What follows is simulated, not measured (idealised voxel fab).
process module | voxel lift off
Square cells of 5 nm make up the cross-section cut, whose width is 250 nm.
Cross-section = grid of square cells, listed top down in bands; band = one or more rows.
Per band: top height and bottom height in nm, followed by the left-to-right materials and their widths in nm; "all across" marks a single material spanning edge to edge, "empty" marks empty space.
The reference from which all heights are counted is 0, the level beneath which the as-received wafer is entirely one material; the lowest band, having no lower bound, proceeds downward and is written after the example "0 down".
It should be noted that a width expressed as "30 to 40" varies in equal increments from row to row of cells within the band, taking the value of the first number at the top row and that of the second number at the bottom row.
"no modifications" means the step left every cell of the cross-section as it was.
Entry "Sealed voids" = empty spaces >= 8 cells with no open way to the top; each as width x height at distance, distance from left edge, all nm.
after a step's settings: what the simulator itself notes on the step
overlay nm: on a step with a mask, how far right of its planned place the mask lay; negative means left.

Listed below are the process steps as planned
- 1: RECEIVE | material Si
- 2: CONFORMAL_DEP | material Al2O3 | thk nm 10
- 3: PATTERN | tone open | mask id LINES | material resist | width nm 15 | pitch nm 35 | thk nm 20 | overlay nm 0
- 4: DIRECTIONAL_DEP | material Ru | thk nm 10
- 5: STRIP | etch materials resist
- 6: CONFORMAL_DEP | material SiN | thk nm 5

Cross-section, incoming material, after step 1
    0 down  Si all across
    Sealed voids: none

The module was run from the start shown above using the plan shown above, but one mistake was made doing it; the resulting wafer cross-section is below
    25 to 20  105 SiN  5 empty  30 SiN  5 empty  105 SiN
    20 to 15  100 Ru  5 SiN  5 empty  5 SiN  20 Ru  5 SiN  5 empty  5 SiN  100 Ru
    15 to 10  100 Ru  15 SiN  20 Ru  15 SiN  100 Ru
    10 to 0  Al2O3 all across
    0 down  Si all across
    Sealed voids: none
The plan and the run diverged here: step 3 changed vs plan, executed as PATTERN | tone cover | mask id LINES | material resist | width nm 15 | pitch nm 35 | thk nm 20 | overlay nm 0
